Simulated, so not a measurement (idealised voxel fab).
voxel self aligned vias: a process module
Cross-section cut: width 240 nm, square cells of 5 nm.
Cross-section = grid of square cells, listed top down in bands; band = one or more rows. It is stipulated that each band's entry specify, in nanometres, the height of the top of the band and then that of its bottom, followed by the materials of the band in left-to-right sequence, each together with its width in nanometres. A single material marked by the word "full width" is understood to fill the band from edge to edge; the word "empty" is understood to denote empty space. Convention: height 0 is the level below which the wafer, as received, is all one material. The lowest band does not terminate at the bottom but continues downward, represented as "top 0, no bottom". Think of "30->40" as a width that walks from the first number to the second as you go down the band, top row to bottom row, taking equal-sized steps from row to row. Where the words "nothing different" appear for a step, the cross-section shows no cell changed by that step; every cell remained as before. Listed in "Closed void table": every empty space of 8 or more cells without an open way to the top. Form: width x height at distance, the distance being from the left edge, all in nm. Text after the settings on a step's line: the simulator's own remark on that step. When a step includes a mask, the "overlay nm" setting on its line states how far to the right of its planned place that mask lay, and negative values state how far to the left.

### Below is the list of planned process steps
1,RECEIVE with material Si
2,CONFORMAL_DEP with material SiO2, thk nm 10
3,CONFORMAL_DEP with material SiCN, thk nm 5
4,DIRECTIONAL_DEP with material SiO2, thk nm 25
5,PATTERN with tone open, mask id LINES, material resist, width nm 20, pitch nm 65, thk nm 15, overlay nm 0
6,DIRECTIONAL_ETCH with etch materials SiO2, depth nm 25
7,STRIP with etch materials resist
8,CONFORMAL_DEP with material TiN, thk nm 5
9,FILL_DEP with material W, thk nm 10
10,CMP with height nm 40
11,SELECTIVE_ETCH with etch materials W Ru TiN, depth nm 10
12,FILL_DEP with material SiN, thk nm 5
13,CMP with height nm 40
14,DIRECTIONAL_DEP with material SiO2, thk nm 15
15,DIRECTIONAL_DEP with material aC, thk nm 10
16,PATTERN with tone open, mask id VIAS, material resist, width nm 40, pitch nm 65, thk nm 30, overlay nm 0
17,DIRECTIONAL_ETCH with etch materials aC, depth nm 10
18,STRIP with etch materials resist
19,DIRECTIONAL_ETCH with etch materials SiO2, depth nm 15
20,DIRECTIONAL_ETCH with etch materials SiN, depth nm 10
21,STRIP with etch materials aC
22,CONFORMAL_DEP with material TiN, thk nm 5
23,FILL_DEP with material Ru, thk nm 5
24,CMP with height nm 55
25,CONFORMAL_DEP with material SiN, thk nm 5

### Cross-section, incoming material, after step 1
* top 0, no bottom: Si full width
* Closed void table: none

### The module was run from the start shown above using the plan shown above, but one mistake was made doing it; the resulting wafer cross-section is below
* top 60, bottom 55: SiN full width
* top 55, bottom 45: 60 nm SiO2, 5 nm TiN, 40 nm Ru, 5 nm TiN, 15 nm SiO2, 5 nm TiN, 40 nm Ru, 5 nm TiN, 65 nm SiO2
* top 45, bottom 35: 60->75 nm SiO2, 20->5 nm TiN, 10 nm Ru, 20->5 nm TiN, 15->45 nm SiO2, 20->5 nm TiN, 10 nm Ru, 20->5 nm TiN, 65->80 nm SiO2
* top 35, bottom 30: 75 nm SiO2, 20 nm TiN, 45 nm SiO2, 20 nm TiN, 80 nm SiO2
* top 30, bottom 20: 75 nm SiO2, 5 nm TiN, 10 nm W, 5 nm TiN, 45 nm SiO2, 5 nm TiN, 10 nm W, 5 nm TiN, 80 nm SiO2
* top 20, bottom 15: 75 nm SiO2, 20 nm TiN, 45 nm SiO2, 20 nm TiN, 80 nm SiO2
* top 15, bottom 10: SiCN full width
* top 10, bottom 0: SiO2 full width
* top 0, no bottom: Si full width
* Closed void table: none
Processing error: rather than as planned, step 16 actually ran as PATTERN with tone open, mask id VIAS, material resist, width nm 50, pitch nm 65, thk nm 30, overlay nm 0
